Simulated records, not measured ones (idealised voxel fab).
Proc. module: voxel transistor to metal
Section cut is 215 nm wide and gridded with 5 nm square cells.
A cross-section is a grid of square cells, given in bands from the top down. A band is one or more rows of cells.
Read a band's entry like this: the first values are the height of its top and the height of its bottom in nm, and what follows is the sequence of materials from left to right, each with its width in nm. Note that "blank" is empty space, and that a single material marked "full width" reaches across the band from edge to edge.
Height is counted from the level 0, under which the received wafer is composed throughout of one material. The lowest of the bands is not closed at the bottom but continues downward, in the notation "0..down".
So if you see something like "30..40" for the width, read it as the top row of the band sitting at the first number and the bottom row at the second, with every row in between moving by the same amount as the last.
Step note "nothing different" = no cross-section cell changed.
The label "Closed cavity list" introduces a list of the empty spaces, 8 cells or larger, that have no open way up to the top; each entry in it reads width x height at distance, where the distance is taken from the left edge and all three are stated in nm.
Post-settings text on a step line: simulator's own remark regarding the step.
Regarding "overlay nm": on a step with a mask, it is the distance the mask lay to the right of its planned place; a negative value places it to the left.

### Steps planned for the process
- 1: RECEIVE | material Si
- 2: OXIDIZE | depth nm 5
- 3: CONFORMAL_DEP | material SiN | thk nm 15
- 4: DIRECTIONAL_DEP | material aC | thk nm 15
- 5: PATTERN | tone cover | mask id ACTIVE | material resist | width nm 105 | thk nm 35 | overlay nm 0
- 6: DIRECTIONAL_ETCH | etch materials aC | depth nm 15
- 7: STRIP | etch materials resist
- 8: DIRECTIONAL_ETCH | etch materials SiN | depth nm 15
- 9: DIRECTIONAL_ETCH | etch materials SiO2 | depth nm 5
- 10: DIRECTIONAL_ETCH | etch materials Si | depth nm 30
- 11: STRIP | etch materials aC
- 12: FILL_DEP | material SiO2 | thk nm 10
- 13: CMP | height nm 15
- 14: SELECTIVE_ETCH | etch materials SiO2 | depth nm 10
- 15: STRIP | etch materials SiN
- 16: SELECTIVE_ETCH | etch materials SiO2 | depth nm 5
- 17: OXIDIZE | depth nm 5
- 18: DIRECTIONAL_DEP | material polySi | thk nm 30
- 19: DIRECTIONAL_DEP | material SiCN | thk nm 15
- 20: DIRECTIONAL_DEP | material aC | thk nm 10
- 21: PATTERN | tone cover | mask id GATE | material resist | width nm 25 | thk nm 25 | overlay nm 0
- 22: DIRECTIONAL_ETCH | etch materials aC | depth nm 10
- 23: STRIP | etch materials resist
- 24: DIRECTIONAL_ETCH | etch materials SiCN | depth nm 25
- 25: DIRECTIONAL_ETCH | etch materials polySi | depth nm 40
- 26: STRIP | etch materials aC
- 27: CONFORMAL_DEP | material SiN | thk nm 10
- 28: DIRECTIONAL_ETCH | etch materials SiN | depth nm 10
- 29: DIRECTIONAL_ETCH | etch materials SiO2 | depth nm 5
- 30: DIRECTIONAL_ETCH | etch materials Si | depth nm 10
- 31: EPI | material nSi | thk nm 10
- 32: FILL_DEP | material SiO2 | thk nm 10
- 33: CMP | height nm 40
- 34: DIRECTIONAL_DEP | material SiO2 | thk nm 15
- 35: PATTERN | tone open | mask id CONTACT | material resist | width nm 20 | pitch nm 75 | thk nm 15 | overlay nm 0
- 36: DIRECTIONAL_ETCH | etch materials SiO2 | depth nm 65
- 37: STRIP | etch materials resist
- 38: CONFORMAL_DEP | material TiN | thk nm 5
- 39: FILL_DEP | material Ru | thk nm 5
- 40: CMP | height nm 55
- 41: DIRECTIONAL_DEP | material TiN | thk nm 5
- 42: DIRECTIONAL_DEP | material W | thk nm 25
- 43: DIRECTIONAL_DEP | material aC | thk nm 15
- 44: PATTERN | tone cover | mask id METAL_1 | material resist | width nm 20 | pitch nm 75 | thk nm 30 | overlay nm 0
- 45: DIRECTIONAL_ETCH | etch materials aC | depth nm 15
- 46: STRIP | etch materials resist
- 47: DIRECTIONAL_ETCH | etch materials W | depth nm 25
- 48: DIRECTIONAL_ETCH | etch materials TiN | depth nm 5
- 49: STRIP | etch materials aC
- 50: CONFORMAL_DEP | material SiCN | thk nm 5
- 51: FILL_DEP | material SiO2 | thk nm 5
- 52: CMP | height nm 85
- 53: CONFORMAL_DEP | material SiN | thk nm 5

### First of two wafers - as planned

### Cross-sectional view of the wafer in its as-received condition, corresponding to the state after step 1
0..down  Si full width
Closed cavity list: none

### The following cross-section depicts the wafer upon completion of step 2
0..-5  SiO2 full width
Nothing below the height -5 has changed.

### The following cross-section depicts the wafer upon completion of step 3
15..0  SiN full width
Nothing below the height 0 has changed.

### The following cross-section depicts the wafer upon completion of step 4
30..15  aC full width
Nothing below the height 15 has changed.

### The following cross-section depicts the wafer upon completion of step 5
65..30  55 of blank | 105 of resist | 55 of blank
Nothing below the height 30 has changed.

### The following cross-section depicts the wafer upon completion of step 6
50..30  55 of blank | 105 of resist | 55 of blank
30..15  55 of blank | 105 of aC | 55 of blank
Nothing below the height 15 has changed.

### The following cross-section depicts the wafer upon completion of step 7
30..15  55 of blank | 105 of aC | 55 of blank
Nothing below the height 15 has changed.

### The following cross-section depicts the wafer upon completion of step 8
30..15  55 of blank | 105 of aC | 55 of blank
15..0  55 of blank | 105 of SiN | 55 of blank
Nothing below the height 0 has changed.

### The following cross-section depicts the wafer upon completion of step 9
30..15  55 of blank | 105 of aC | 55 of blank
15..0  55 of blank | 105 of SiN | 55 of blank
0..-5  55 of blank | 105 of SiO2 | 55 of blank
Nothing below the height -5 has changed.

### The following cross-section depicts the wafer upon completion of step 10
30..15  55 of blank | 105 of aC | 55 of blank
15..0  55 of blank | 105 of SiN | 55 of blank
0..-5  55 of blank | 105 of SiO2 | 55 of blank
-5..-35  55 of blank | 105 of Si | 55 of blank
Nothing below the height -35 has changed.

### The following cross-section depicts the wafer upon completion of step 11
15..0  55 of blank | 105 of SiN | 55 of blank
Nothing below the height 0 has changed.

### The following cross-section depicts the wafer upon completion of step 12
25..15  SiO2 full width
15..0  55 of SiO2 | 105 of SiN | 55 of SiO2
0..-5  SiO2 full width
-5..-35  55 of SiO2 | 105 of Si | 55 of SiO2
Nothing below the height -35 has changed.

### The following cross-section depicts the wafer upon completion of step 13
15..0  55 of SiO2 | 105 of SiN | 55 of SiO2
Nothing below the height 0 has changed.

### The following cross-section depicts the wafer upon completion of step 14
15..5  55 of blank | 105 of SiN | 55 of blank
Nothing below the height 5 has changed.

### The following cross-section depicts the wafer upon completion of step 15
5..0  55 of SiO2 | 105 of blank | 55 of SiO2
Nothing below the height 0 has changed.

### The following cross-section depicts the wafer upon completion of step 16
0..-5  50 of SiO2 | 115 of blank | 50 of SiO2
Nothing below the height -5 has changed.

### The following cross-section depicts the wafer upon completion of step 17
0..-5  50 of SiO2 | 115 of blank | 50 of SiO2
-5..-10  SiO2 full width
Nothing below the height -10 has changed.

### The following cross-section depicts the wafer upon completion of step 18
30..25  50 of polySi | 115 of blank | 50 of polySi
25..0  polySi full width
0..-5  50 of SiO2 | 115 of polySi | 50 of SiO2
Nothing below the height -5 has changed.

### The following cross-section depicts the wafer upon completion of step 19
45..40  50 of SiCN | 115 of blank | 50 of SiCN
40..30  SiCN full width
30..25  50 of polySi | 115 of SiCN | 50 of polySi
Nothing below the height 25 has changed.

### The following cross-section depicts the wafer upon completion of step 20
55..50  50 of aC | 115 of blank | 50 of aC
50..45  aC full width
45..40  50 of SiCN | 115 of aC | 50 of SiCN
Nothing below the height 40 has changed.

### The following cross-section depicts the wafer upon completion of step 21
80..55  95 of blank | 25 of resist | 95 of blank
55..50  50 of aC | 45 of blank | 25 of resist | 45 of blank | 50 of aC
Nothing below the height 50 has changed.

### The following cross-section depicts the wafer upon completion of step 22
70..50  95 of blank | 25 of resist | 95 of blank
50..45  95 of blank | 25 of aC | 95 of blank
45..40  50 of SiCN | 45 of blank | 25 of aC | 45 of blank | 50 of SiCN
Nothing below the height 40 has changed.

### The following cross-section depicts the wafer upon completion of step 23
50..45  95 of blank | 25 of aC | 95 of blank
Nothing below the height 45 has changed.

### The following cross-section depicts the wafer upon completion of step 24
50..40  95 of blank | 25 of aC | 95 of blank
40..30  95 of blank | 25 of SiCN | 95 of blank
30..25  50 of polySi | 45 of blank | 25 of SiCN | 45 of blank | 50 of polySi
Nothing below the height 25 has changed.

### The following cross-section depicts the wafer upon completion of step 25
50..40  95 of blank | 25 of aC | 95 of blank
40..25  95 of blank | 25 of SiCN | 95 of blank
25..0  95 of blank | 25 of polySi | 95 of blank
0..-5  50 of SiO2 | 45 of blank | 25 of polySi | 45 of blank | 50 of SiO2
Nothing below the height -5 has changed.

### The following cross-section depicts the wafer upon completion of step 26
40..25  95 of blank | 25 of SiCN | 95 of blank
Nothing below the height 25 has changed.

### The following cross-section depicts the wafer upon completion of step 27
50..40  85 of blank | 45 of SiN | 85 of blank
40..25  85 of blank | 10 of SiN | 25 of SiCN | 10 of SiN | 85 of blank
25..10  85 of blank | 10 of SiN | 25 of polySi | 10 of SiN | 85 of blank
10..5  60 of SiN | 25 of blank | 10 of SiN | 25 of polySi | 10 of SiN | 25 of blank | 60 of SiN
5..0  95 of SiN | 25 of polySi | 95 of SiN
0..-5  50 of SiO2 | 45 of SiN | 25 of polySi | 45 of SiN | 50 of SiO2
Nothing below the height -5 has changed.

### The following cross-section depicts the wafer upon completion of step 28
40..25  85 of blank | 10 of SiN | 25 of SiCN | 10 of SiN | 85 of blank
25..0  85 of blank | 10 of SiN | 25 of polySi | 10 of SiN | 85 of blank
0..-5  50 of SiO2 | 10 of SiN | 25 of blank | 10 of SiN | 25 of polySi | 10 of SiN | 25 of blank | 10 of SiN | 50 of SiO2
Nothing below the height -5 has changed.

### The following cross-section depicts the wafer upon completion of step 29
40..25  85 of blank | 10 of SiN | 25 of SiCN | 10 of SiN | 85 of blank
25..0  85 of blank | 10 of SiN | 25 of polySi | 10 of SiN | 85 of blank
0..-5  50 of blank | 10 of SiN | 25 of blank | 10 of SiN | 25 of polySi | 10 of SiN | 25 of blank | 10 of SiN | 50 of blank
-5..-10  60 of SiO2 | 25 of blank | 45 of SiO2 | 25 of blank | 60 of SiO2
Nothing below the height -10 has changed.

### The following cross-section depicts the wafer upon completion of step 30
40..25  85 of blank | 10 of SiN | 25 of SiCN | 10 of SiN | 85 of blank
25..0  85 of blank | 10 of SiN | 25 of polySi | 10 of SiN | 85 of blank
0..-5  50 of blank | 10 of SiN | 25 of blank | 10 of SiN | 25 of polySi | 10 of SiN | 25 of blank | 10 of SiN | 50 of blank
-5..-10  60 of SiO2 | 25 of blank | 45 of SiO2 | 25 of blank | 60 of SiO2
-10..-20  55 of SiO2 | 5 of Si | 25 of blank | 45 of Si | 25 of blank | 5 of Si | 55 of SiO2
Nothing below the height -20 has changed.

### The following cross-section depicts the wafer upon completion of step 31
40..25  85 of blank | 10 of SiN | 25 of SiCN | 10 of SiN | 85 of blank
25..0  85 of blank | 10 of SiN | 25 of polySi | 10 of SiN | 85 of blank
0..-5  50 of blank | 10 of SiN | 10 of nSi | 5 of blank | 10 of nSi | 10 of SiN | 25 of polySi | 10 of SiN | 10 of nSi | 5 of blank | 10 of nSi | 10 of SiN | 50 of blank
-5..-10  60 of SiO2 | 10 of nSi | 5 of blank | 10 of nSi | 45 of SiO2 | 10 of nSi | 5 of blank | 10 of nSi | 60 of SiO2
-10..-20  55 of SiO2 | 5 of Si | 25 of nSi | 45 of Si | 25 of nSi | 5 of Si | 55 of SiO2
Nothing below the height -20 has changed.

### The following cross-section depicts the wafer upon completion of step 32
50..40  SiO2 full width
40..25  85 of SiO2 | 10 of SiN | 25 of SiCN | 10 of SiN | 85 of SiO2
25..0  85 of SiO2 | 10 of SiN | 25 of polySi | 10 of SiN | 85 of SiO2
0..-5  50 of SiO2 | 10 of SiN | 10 of nSi | 5 of SiO2 | 10 of nSi | 10 of SiN | 25 of polySi | 10 of SiN | 10 of nSi | 5 of SiO2 | 10 of nSi | 10 of SiN | 50 of SiO2
-5..-10  60 of SiO2 | 10 of nSi | 5 of SiO2 | 10 of nSi | 45 of SiO2 | 10 of nSi | 5 of SiO2 | 10 of nSi | 60 of SiO2
Nothing below the height -10 has changed.

### The following cross-section depicts the wafer upon completion of step 33
40..25  85 of SiO2 | 10 of SiN | 25 of SiCN | 10 of SiN | 85 of SiO2
Nothing below the height 25 has changed.

### The following cross-section depicts the wafer upon completion of step 34
55..40  SiO2 full width
Nothing below the height 40 has changed.

### The following cross-section depicts the wafer upon completion of step 35
70..55  60 of resist | 20 of blank | 55 of resist | 20 of blank | 60 of resist
Nothing below the height 55 has changed.

### The following cross-section depicts the wafer upon completion of step 36
70..55  60 of resist | 20 of blank | 55 of resist | 20 of blank | 60 of resist
55..40  60 of SiO2 | 20 of blank | 55 of SiO2 | 20 of blank | 60 of SiO2
40..25  60 of SiO2 | 20 of blank | 5 of SiO2 | 10 of SiN | 25 of SiCN | 10 of SiN | 5 of SiO2 | 20 of blank | 60 of SiO2
25..0  60 of SiO2 | 20 of blank | 5 of SiO2 | 10 of SiN | 25 of polySi | 10 of SiN | 5 of SiO2 | 20 of blank | 60 of SiO2
0..-5  50 of SiO2 | 10 of SiN | 10 of nSi | 5 of blank | 10 of nSi | 10 of SiN | 25 of polySi | 10 of SiN | 10 of nSi | 5 of blank | 10 of nSi | 10 of SiN | 50 of SiO2
-5..-10  60 of SiO2 | 10 of nSi | 5 of blank | 10 of nSi | 45 of SiO2 | 10 of nSi | 5 of blank | 10 of nSi | 60 of SiO2
Nothing below the height -10 has changed.

### The following cross-section depicts the wafer upon completion of step 37
55..40  60 of SiO2 | 20 of blank | 55 of SiO2 | 20 of blank | 60 of SiO2
Nothing below the height 40 has changed.

### The following cross-section depicts the wafer upon completion of step 38
60..55  65 of TiN | 10 of blank | 65 of TiN | 10 of blank | 65 of TiN
55..40  60 of SiO2 | 5 of TiN | 10 of blank | 5 of TiN | 55 of SiO2 | 5 of TiN | 10 of blank | 5 of TiN | 60 of SiO2
40..25  60 of SiO2 | 5 of TiN | 10 of blank | 5 of TiN | 5 of SiO2 | 10 of SiN | 25 of SiCN | 10 of SiN | 5 of SiO2 | 5 of TiN | 10 of blank | 5 of TiN | 60 of SiO2
25..5  60 of SiO2 | 5 of TiN | 10 of blank | 5 of TiN | 5 of SiO2 | 10 of SiN | 25 of polySi | 10 of SiN | 5 of SiO2 | 5 of TiN | 10 of blank | 5 of TiN | 60 of SiO2
5..0  60 of SiO2 | 20 of TiN | 5 of SiO2 | 10 of SiN | 25 of polySi | 10 of SiN | 5 of SiO2 | 20 of TiN | 60 of SiO2
0..-5  50 of SiO2 | 10 of SiN | 10 of nSi | 5 of TiN | 10 of nSi | 10 of SiN | 25 of polySi | 10 of SiN | 10 of nSi | 5 of TiN | 10 of nSi | 10 of SiN | 50 of SiO2
-5..-10  60 of SiO2 | 10 of nSi | 5 of TiN | 10 of nSi | 45 of SiO2 | 10 of nSi | 5 of TiN | 10 of nSi | 60 of SiO2
Nothing below the height -10 has changed.

### The following cross-section depicts the wafer upon completion of step 39
65..60  Ru full width
60..55  65 of TiN | 10 of Ru | 65 of TiN | 10 of Ru | 65 of TiN
55..40  60 of SiO2 | 5 of TiN | 10 of Ru | 5 of TiN | 55 of SiO2 | 5 of TiN | 10 of Ru | 5 of TiN | 60 of SiO2
40..25  60 of SiO2 | 5 of TiN | 10 of Ru | 5 of TiN | 5 of SiO2 | 10 of SiN | 25 of SiCN | 10 of SiN | 5 of SiO2 | 5 of TiN | 10 of Ru | 5 of TiN | 60 of SiO2
25..5  60 of SiO2 | 5 of TiN | 10 of Ru | 5 of TiN | 5 of SiO2 | 10 of SiN | 25 of polySi | 10 of SiN | 5 of SiO2 | 5 of TiN | 10 of Ru | 5 of TiN | 60 of SiO2
Nothing below the height 5 has changed.

### The following cross-section depicts the wafer upon completion of step 40
55..40  60 of SiO2 | 5 of TiN | 10 of Ru | 5 of TiN | 55 of SiO2 | 5 of TiN | 10 of Ru | 5 of TiN | 60 of SiO2
Nothing below the height 40 has changed.

### The following cross-section depicts the wafer upon completion of step 41
60..55  TiN full width
Nothing below the height 55 has changed.

### The following cross-section depicts the wafer upon completion of step 42
85..60  W full width
Nothing below the height 60 has changed.

### The following cross-section depicts the wafer upon completion of step 43
100..85  aC full width
Nothing below the height 85 has changed.

### The following cross-section depicts the wafer upon completion of step 44
130..100  60 of blank | 20 of resist | 55 of blank | 20 of resist | 60 of blank
Nothing below the height 100 has changed.

### The following cross-section depicts the wafer upon completion of step 45
115..100  60 of blank | 20 of resist | 55 of blank | 20 of resist | 60 of blank
100..85  60 of blank | 20 of aC | 55 of blank | 20 of aC | 60 of blank
Nothing below the height 85 has changed.

### The following cross-section depicts the wafer upon completion of step 46
100..85  60 of blank | 20 of aC | 55 of blank | 20 of aC | 60 of blank
Nothing below the height 85 has changed.

### The following cross-section depicts the wafer upon completion of step 47
100..85  60 of blank | 20 of aC | 55 of blank | 20 of aC | 60 of blank
85..60  60 of blank | 20 of W | 55 of blank | 20 of W | 60 of blank
Nothing below the height 60 has changed.

### The following cross-section depicts the wafer upon completion of step 48
100..85  60 of blank | 20 of aC | 55 of blank | 20 of aC | 60 of blank
85..60  60 of blank | 20 of W | 55 of blank | 20 of W | 60 of blank
60..55  60 of blank | 20 of TiN | 55 of blank | 20 of TiN | 60 of blank
Nothing below the height 55 has changed.

### The following cross-section depicts the wafer upon completion of step 49
85..60  60 of blank | 20 of W | 55 of blank | 20 of W | 60 of blank
Nothing below the height 60 has changed.

### The following cross-section depicts the wafer upon completion of step 50
90..85  55 of blank | 30 of SiCN | 45 of blank | 30 of SiCN | 55 of blank
85..60  55 of blank | 5 of SiCN | 20 of W | 5 of SiCN | 45 of blank | 5 of SiCN | 20 of W | 5 of SiCN | 55 of blank
60..55  60 of SiCN | 20 of TiN | 55 of SiCN | 20 of TiN | 60 of SiCN
Nothing below the height 55 has changed.

### The following cross-section depicts the wafer upon completion of step 51
95..90  SiO2 full width
90..85  55 of SiO2 | 30 of SiCN | 45 of SiO2 | 30 of SiCN | 55 of SiO2
85..60  55 of SiO2 | 5 of SiCN | 20 of W | 5 of SiCN | 45 of SiO2 | 5 of SiCN | 20 of W | 5 of SiCN | 55 of SiO2
Nothing below the height 60 has changed.

### The following cross-section depicts the wafer upon completion of step 52
85..60  55 of SiO2 | 5 of SiCN | 20 of W | 5 of SiCN | 45 of SiO2 | 5 of SiCN | 20 of W | 5 of SiCN | 55 of SiO2
Nothing below the height 60 has changed.

### The following cross-section depicts the wafer upon completion of step 53
90..85  SiN full width
Nothing below the height 85 has changed.

### The second wafer was prepared from the same starting point and under the same plan as the first; its processing contained one mistake, and it remains indistinguishable from the first wafer up to and including step 14

### Cross-section: second wafer, time at which step 15 was scheduled to end
15..0  55 of blank | 105 of SiN | 55 of blank
Nothing below the height 0 has changed.

### Cross-section: second wafer, time at which step 16 was scheduled to end
0..-5  SiO2 full width
Nothing below the height -5 has changed.

Cross-section: second wafer, time at which step 17 was scheduled to end: nothing different

### Cross-section: second wafer, time at which step 18 was scheduled to end
30..0  polySi full width
Nothing below the height 0 has changed.

### Cross-section: second wafer, time at which step 19 was scheduled to end
45..30  SiCN full width
Nothing below the height 30 has changed.

### Cross-section: second wafer, time at which step 20 was scheduled to end
55..45  aC full width
Nothing below the height 45 has changed.

### Cross-section: second wafer, time at which step 21 was scheduled to end
80..55  95 of blank | 25 of resist | 95 of blank
Nothing below the height 55 has changed.

### Cross-section: second wafer, time at which step 22 was scheduled to end
70..55  95 of blank | 25 of resist | 95 of blank
55..45  95 of blank | 25 of aC | 95 of blank
Nothing below the height 45 has changed.

### Cross-section: second wafer, time at which step 23 was scheduled to end
55..45  95 of blank | 25 of aC | 95 of blank
Nothing below the height 45 has changed.

### Cross-section: second wafer, time at which step 24 was scheduled to end
55..45  95 of blank | 25 of aC | 95 of blank
45..30  95 of blank | 25 of SiCN | 95 of blank
Nothing below the height 30 has changed.

### Cross-section: second wafer, time at which step 25 was scheduled to end
55..45  95 of blank | 25 of aC | 95 of blank
45..30  95 of blank | 25 of SiCN | 95 of blank
30..0  95 of blank | 25 of polySi | 95 of blank
Nothing below the height 0 has changed.

### Cross-section: second wafer, time at which step 26 was scheduled to end
45..30  95 of blank | 25 of SiCN | 95 of blank
Nothing below the height 30 has changed.

### Cross-section: second wafer, time at which step 27 was scheduled to end
55..45  85 of blank | 45 of SiN | 85 of blank
45..30  85 of blank | 10 of SiN | 25 of SiCN | 10 of SiN | 85 of blank
30..10  85 of blank | 10 of SiN | 25 of polySi | 10 of SiN | 85 of blank
10..0  95 of SiN | 25 of polySi | 95 of SiN
Nothing below the height 0 has changed.

### Cross-section: second wafer, time at which step 28 was scheduled to end
45..30  85 of blank | 10 of SiN | 25 of SiCN | 10 of SiN | 85 of blank
30..0  85 of blank | 10 of SiN | 25 of polySi | 10 of SiN | 85 of blank
Nothing below the height 0 has changed.

### Cross-section: second wafer, time at which step 29 was scheduled to end
45..30  85 of blank | 10 of SiN | 25 of SiCN | 10 of SiN | 85 of blank
30..0  85 of blank | 10 of SiN | 25 of polySi | 10 of SiN | 85 of blank
0..-5  85 of blank | 45 of SiO2 | 85 of blank
Nothing below the height -5 has changed.

### Cross-section: second wafer, time at which step 30 was scheduled to end
45..30  85 of blank | 10 of SiN | 25 of SiCN | 10 of SiN | 85 of blank
30..0  85 of blank | 10 of SiN | 25 of polySi | 10 of SiN | 85 of blank
0..-5  85 of blank | 45 of SiO2 | 85 of blank
-5..-15  55 of SiO2 | 30 of blank | 45 of Si | 30 of blank | 55 of SiO2
Nothing below the height -15 has changed.

### Cross-section: second wafer, time at which step 31 was scheduled to end
45..30  85 of blank | 10 of SiN | 25 of SiCN | 10 of SiN | 85 of blank
30..5  85 of blank | 10 of SiN | 25 of polySi | 10 of SiN | 85 of blank
5..0  75 of blank | 10 of nSi | 10 of SiN | 25 of polySi | 10 of SiN | 10 of nSi | 75 of blank
0..-5  75 of blank | 10 of nSi | 45 of SiO2 | 10 of nSi | 75 of blank
-5..-15  55 of SiO2 | 30 of nSi | 45 of Si | 30 of nSi | 55 of SiO2
Nothing below the height -15 has changed.

### Cross-section: second wafer, time at which step 32 was scheduled to end
55..45  SiO2 full width
45..30  85 of SiO2 | 10 of SiN | 25 of SiCN | 10 of SiN | 85 of SiO2
30..5  85 of SiO2 | 10 of SiN | 25 of polySi | 10 of SiN | 85 of SiO2
5..0  75 of SiO2 | 10 of nSi | 10 of SiN | 25 of polySi | 10 of SiN | 10 of nSi | 75 of SiO2
0..-5  75 of SiO2 | 10 of nSi | 45 of SiO2 | 10 of nSi | 75 of SiO2
Nothing below the height -5 has changed.

### Cross-section: second wafer, time at which step 33 was scheduled to end
40..30  85 of SiO2 | 10 of SiN | 25 of SiCN | 10 of SiN | 85 of SiO2
Nothing below the height 30 has changed.

### Cross-section: second wafer, time at which step 34 was scheduled to end
55..40  SiO2 full width
Nothing below the height 40 has changed.

### Cross-section: second wafer, time at which step 35 was scheduled to end
70..55  60 of resist | 20 of blank | 55 of resist | 20 of blank | 60 of resist
Nothing below the height 55 has changed.

### Cross-section: second wafer, time at which step 36 was scheduled to end
70..55  60 of resist | 20 of blank | 55 of resist | 20 of blank | 60 of resist
55..40  60 of SiO2 | 20 of blank | 55 of SiO2 | 20 of blank | 60 of SiO2
40..30  60 of SiO2 | 20 of blank | 5 of SiO2 | 10 of SiN | 25 of SiCN | 10 of SiN | 5 of SiO2 | 20 of blank | 60 of SiO2
30..5  60 of SiO2 | 20 of blank | 5 of SiO2 | 10 of SiN | 25 of polySi | 10 of SiN | 5 of SiO2 | 20 of blank | 60 of SiO2
5..0  60 of SiO2 | 15 of blank | 10 of nSi | 10 of SiN | 25 of polySi | 10 of SiN | 10 of nSi | 15 of blank | 60 of SiO2
0..-5  60 of SiO2 | 15 of blank | 10 of nSi | 45 of SiO2 | 10 of nSi | 15 of blank | 60 of SiO2
Nothing below the height -5 has changed.

### Cross-section: second wafer, time at which step 37 was scheduled to end
55..40  60 of SiO2 | 20 of blank | 55 of SiO2 | 20 of blank | 60 of SiO2
Nothing below the height 40 has changed.

### Cross-section: second wafer, time at which step 38 was scheduled to end
60..55  65 of TiN | 10 of blank | 65 of TiN | 10 of blank | 65 of TiN
55..40  60 of SiO2 | 5 of TiN | 10 of blank | 5 of TiN | 55 of SiO2 | 5 of TiN | 10 of blank | 5 of TiN | 60 of SiO2
40..30  60 of SiO2 | 5 of TiN | 10 of blank | 5 of TiN | 5 of SiO2 | 10 of SiN | 25 of SiCN | 10 of SiN | 5 of SiO2 | 5 of TiN | 10 of blank | 5 of TiN | 60 of SiO2
30..10  60 of SiO2 | 5 of TiN | 10 of blank | 5 of TiN | 5 of SiO2 | 10 of SiN | 25 of polySi | 10 of SiN | 5 of SiO2 | 5 of TiN | 10 of blank | 5 of TiN | 60 of SiO2
10..5  60 of SiO2 | 5 of TiN | 5 of blank | 10 of TiN | 5 of SiO2 | 10 of SiN | 25 of polySi | 10 of SiN | 5 of SiO2 | 10 of TiN | 5 of blank | 5 of TiN | 60 of SiO2
5..0  60 of SiO2 | 5 of TiN | 5 of blank | 5 of TiN | 10 of nSi | 10 of SiN | 25 of polySi | 10 of SiN | 10 of nSi | 5 of TiN | 5 of blank | 5 of TiN | 60 of SiO2
0..-5  60 of SiO2 | 15 of TiN | 10 of nSi | 45 of SiO2 | 10 of nSi | 15 of TiN | 60 of SiO2
Nothing below the height -5 has changed.

### Cross-section: second wafer, time at which step 39 was scheduled to end
65..60  Ru full width
60..55  65 of TiN | 10 of Ru | 65 of TiN | 10 of Ru | 65 of TiN
55..40  60 of SiO2 | 5 of TiN | 10 of Ru | 5 of TiN | 55 of SiO2 | 5 of TiN | 10 of Ru | 5 of TiN | 60 of SiO2
40..30  60 of SiO2 | 5 of TiN | 10 of Ru | 5 of TiN | 5 of SiO2 | 10 of SiN | 25 of SiCN | 10 of SiN | 5 of SiO2 | 5 of TiN | 10 of Ru | 5 of TiN | 60 of SiO2
30..10  60 of SiO2 | 5 of TiN | 10 of Ru | 5 of TiN | 5 of SiO2 | 10 of SiN | 25 of polySi | 10 of SiN | 5 of SiO2 | 5 of TiN | 10 of Ru | 5 of TiN | 60 of SiO2
10..5  60 of SiO2 | 5 of TiN | 5 of Ru | 10 of TiN | 5 of SiO2 | 10 of SiN | 25 of polySi | 10 of SiN | 5 of SiO2 | 10 of TiN | 5 of Ru | 5 of TiN | 60 of SiO2
5..0  60 of SiO2 | 5 of TiN | 5 of Ru | 5 of TiN | 10 of nSi | 10 of SiN | 25 of polySi | 10 of SiN | 10 of nSi | 5 of TiN | 5 of Ru | 5 of TiN | 60 of SiO2
Nothing below the height 0 has changed.

### Cross-section: second wafer, time at which step 40 was scheduled to end
55..40  60 of SiO2 | 5 of TiN | 10 of Ru | 5 of TiN | 55 of SiO2 | 5 of TiN | 10 of Ru | 5 of TiN | 60 of SiO2
Nothing below the height 40 has changed.

### Cross-section: second wafer, time at which step 41 was scheduled to end
60..55  TiN full width
Nothing below the height 55 has changed.

### Cross-section: second wafer, time at which step 42 was scheduled to end
85..60  W full width
Nothing below the height 60 has changed.

### Cross-section: second wafer, time at which step 43 was scheduled to end
100..85  aC full width
Nothing below the height 85 has changed.

### Cross-section: second wafer, time at which step 44 was scheduled to end
130..100  60 of blank | 20 of resist | 55 of blank | 20 of resist | 60 of blank
Nothing below the height 100 has changed.

### Cross-section: second wafer, time at which step 45 was scheduled to end
115..100  60 of blank | 20 of resist | 55 of blank | 20 of resist | 60 of blank
100..85  60 of blank | 20 of aC | 55 of blank | 20 of aC | 60 of blank
Nothing below the height 85 has changed.

### Cross-section: second wafer, time at which step 46 was scheduled to end
100..85  60 of blank | 20 of aC | 55 of blank | 20 of aC | 60 of blank
Nothing below the height 85 has changed.

### Cross-section: second wafer, time at which step 47 was scheduled to end
100..85  60 of blank | 20 of aC | 55 of blank | 20 of aC | 60 of blank
85..60  60 of blank | 20 of W | 55 of blank | 20 of W | 60 of blank
Nothing below the height 60 has changed.

### Cross-section: second wafer, time at which step 48 was scheduled to end
100..85  60 of blank | 20 of aC | 55 of blank | 20 of aC | 60 of blank
85..60  60 of blank | 20 of W | 55 of blank | 20 of W | 60 of blank
60..55  60 of blank | 20 of TiN | 55 of blank | 20 of TiN | 60 of blank
Nothing below the height 55 has changed.

### Cross-section: second wafer, time at which step 49 was scheduled to end
85..60  60 of blank | 20 of W | 55 of blank | 20 of W | 60 of blank
Nothing below the height 60 has changed.

### Cross-section: second wafer, time at which step 50 was scheduled to end
90..85  55 of blank | 30 of SiCN | 45 of blank | 30 of SiCN | 55 of blank
85..60  55 of blank | 5 of SiCN | 20 of W | 5 of SiCN | 45 of blank | 5 of SiCN | 20 of W | 5 of SiCN | 55 of blank
60..55  60 of SiCN | 20 of TiN | 55 of SiCN | 20 of TiN | 60 of SiCN
Nothing below the height 55 has changed.

### Cross-section: second wafer, time at which step 51 was scheduled to end
95..90  SiO2 full width
90..85  55 of SiO2 | 30 of SiCN | 45 of SiO2 | 30 of SiCN | 55 of SiO2
85..60  55 of SiO2 | 5 of SiCN | 20 of W | 5 of SiCN | 45 of SiO2 | 5 of SiCN | 20 of W | 5 of SiCN | 55 of SiO2
Nothing below the height 60 has changed.

### Cross-section: second wafer, time at which step 52 was scheduled to end
85..60  55 of SiO2 | 5 of SiCN | 20 of W | 5 of SiCN | 45 of SiO2 | 5 of SiCN | 20 of W | 5 of SiCN | 55 of SiO2
Nothing below the height 60 has changed.

### Cross-section: second wafer, time at which step 53 was scheduled to end
90..85  SiN full width
Nothing below the height 85 has changed.
Short version of what went wrong: steps 15 and 16 traded places in the executed sequence
Looking at both finished wafers in cells, the second ends up ahead of or behind the first on some materials: Si +17 | SiCN -5 | SiN -8 | nSi -4
